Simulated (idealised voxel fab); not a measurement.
Process module name: voxel air gaps
cross-section cut | 165 nm wide | cells 5 nm
Heads up, the way a cross-section reads in here is a grid of square cells, handed over as bands from the top down, with every band being one or more rows of cells. First you get the band's top height and its bottom height, in nm, and then the materials it's made of, left to right, with each width in nm. If you see a single material with "throughout", that one covers the band edge to edge. "blank" is empty space. The level at which height equals 0 is the one under which the wafer, as it arrives, is entirely one material. No lower edge exists for the bottom band, which continues downward and is notated as in "0 -> down". It should be noted that a width expressed as "30 to 40" varies in equal increments from row to row of cells within the band, taking the value of the first number at the top row and that of the second number at the bottom row. When a step is marked "no change occurred", none of the cells in the cross-section changed during that step. "Enclosed voids": empty spaces of 8 cells or more with no open way to the top, each given as width x height at distance, distance from the left edge, all in nm. Post-settings text on a step line: simulator's own remark regarding the step. If you see "overlay nm" on a step's line and that step has a mask, it's telling you how far right of where it was planned the mask ended up; a negative number means it went left instead.
# Planned process steps
| 1 | RECEIVE,material Si |
| 2 | CONFORMAL_DEP,material SiO2,thk nm 10 |
| 3 | CONFORMAL_DEP,material SiN,thk nm 5 |
| 4 | DIRECTIONAL_DEP,material lowk,thk nm 35 |
| 5 | PATTERN,tone open,mask id LINES,material resist,width nm 15,pitch nm 40,thk nm 15,overlay nm 0 |
| 6 | DIRECTIONAL_ETCH,etch materials lowk,depth nm 35 |
| 7 | STRIP,etch materials resist |
| 8 | CONFORMAL_DEP,material TiN,thk nm 5 |
| 9 | FILL_DEP,material W,thk nm 5 |
| 10 | CMP,height nm 50 |
| 11 | EPI,material Ru,thk nm 10 |
| 12 | SELECTIVE_ETCH,etch materials lowk,depth nm 45 |
| 13 | CONFORMAL_DEP,material SiCN,thk nm 5 |
# Shown in cross-section is the wafer as received, that is, as it stands after step 1
> 0 -> down = Si throughout
> Enclosed voids: none
# Module complete - cross-section of the first of two wafers, run according to plan
> 65 -> 60 = 20 nm blank, 125 nm SiCN, 20 nm blank
> 60 -> 50 = 20 nm blank, 5 nm SiCN, 35 nm Ru, 5 nm SiCN, 35 nm Ru, 5 nm SiCN, 35 nm Ru, 5 nm SiCN, 20 nm blank
> 50 -> 45 = 20 nm blank, 15 nm SiCN, 5 nm TiN, 5 nm W, 5 nm TiN, 25 nm SiCN, 5 nm TiN, 5 nm W, 5 nm TiN, 25 nm SiCN, 5 nm TiN, 5 nm W, 5 nm TiN, 15 nm SiCN, 20 nm blank
> 45 -> 20 = 30 nm blank, 5 nm SiCN, 5 nm TiN, 5 nm W, 5 nm TiN, 5 nm SiCN, 15 nm blank, 5 nm SiCN, 5 nm TiN, 5 nm W, 5 nm TiN, 5 nm SiCN, 15 nm blank, 5 nm SiCN, 5 nm TiN, 5 nm W, 5 nm TiN, 5 nm SiCN, 30 nm blank
> 20 -> 15 = 35 nm SiCN, 15 nm TiN, 25 nm SiCN, 15 nm TiN, 25 nm SiCN, 15 nm TiN, 35 nm SiCN
> 15 -> 10 = SiN throughout
> 10 -> 0 = SiO2 throughout
> 0 -> down = Si throughout
> Enclosed voids: 15 x 25 at 55; 15 x 25 at 95
# Cross-sectional image of the second wafer of the two following completion of the module. Starting state and process plan were the same as for the first wafer; one execution error occurred
> 65 -> 60 = 20 nm blank, 125 nm SiCN, 20 nm blank
> 60 -> 50 = 20 nm blank, 5 nm SiCN, 35 nm Ru, 5 nm SiCN, 35 nm Ru, 5 nm SiCN, 35 nm Ru, 5 nm SiCN, 20 nm blank
> 50 -> 45 = 20 nm blank, 15 nm SiCN, 5 nm TiN, 5 nm W, 5 nm TiN, 25 nm SiCN, 5 nm TiN, 5 nm W, 5 nm TiN, 25 nm SiCN, 5 nm TiN, 5 nm W, 5 nm TiN, 15 nm SiCN, 20 nm blank
> 45 -> 20 = 30 nm blank, 5 nm SiCN, 5 nm TiN, 5 nm W, 5 nm TiN, 5 nm SiCN, 15 nm blank, 5 nm SiCN, 5 nm TiN, 5 nm W, 5 nm TiN, 5 nm SiCN, 15 nm blank, 5 nm SiCN, 5 nm TiN, 5 nm W, 5 nm TiN, 5 nm SiCN, 30 nm blank
> 20 -> 15 = 35 nm SiCN, 15 nm TiN, 25 nm SiCN, 15 nm TiN, 25 nm SiCN, 15 nm TiN, 35 nm SiCN
> 15 -> 5 = SiO2 throughout
> 5 -> 0 = SiN throughout
> 0 -> down = Si throughout
> Enclosed voids: 15 x 25 at 55; 15 x 25 at 95
Error vs. plan: sequence error: steps 2 and 3 interchanged
Final wafers compared: equal cell tally per material, rearranged layout.
